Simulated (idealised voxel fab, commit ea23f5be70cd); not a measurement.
process module | voxel double patterning
cross-section cut | 280 nm wide | cells 5 nm
A cross-section is a grid of square cells, given in bands from the top down. A band is one or more rows of cells.
Each band's line starts with the height of the band's top and of its bottom, in nm. Then come its materials from left to right, each with its width in nm. One material with "throughout" fills the band from edge to edge. "air" is empty space.
Height 0 is the level under which the wafer as received is all one material. The lowest band goes on downwards, as in "0 down".
A width such as "30 to 40" changes by the same amount from each row of cells to the next, from the band's top row to its bottom row.
"no change" after a step means that no cell of the cross-section changed.
closed voids: empty space of 8 cells or more with no open way to the top, each as width x height at its distance from the left edge, in nm
after a step's settings: what the simulator itself notes on the step
overlay nm, on a step with a mask: how far to the right of its planned place the mask lay; to the left if negative
plan
1 op RECEIVE | material Si
2 op CONFORMAL_DEP | material SiN | thk nm 10
3 op DIRECTIONAL_DEP | material SiO2 | thk nm 20
4 op DIRECTIONAL_DEP | material SiCN | thk nm 10
5 op MASKED_ETCH | tone open | mask id FIRST | width nm 15 | pitch nm 50 | etch materials SiCN | depth nm 10 | overlay nm 0
6 op MASKED_ETCH | tone open | mask id SECOND | width nm 15 | pitch nm 50 | etch materials SiCN | depth nm 5 | overlay nm 0
7 op DIRECTIONAL_ETCH | etch materials SiO2 | depth nm 20
8 op STRIP | etch materials SiCN
varied across the wafers: depth nm of step 6. The plan shows the first wafer's value. All wafers start alike
first wafer as received, after step 1
  0 down: Si throughout
  closed voids: none
each wafer at the end: cells of each material gained (+) or lost (-) since it was received, then its closed voids
depth nm 5 | +112 SiN | +188 SiO2 | closed voids: none
depth nm 10 | +112 SiN | +164 SiO2 | closed voids: none
depth nm 15 | +112 SiN | +164 SiO2 | closed voids: none
depth nm 20 | +112 SiN | +164 SiO2 | closed voids: none
depth nm 25 | +112 SiN | +164 SiO2 | closed voids: none
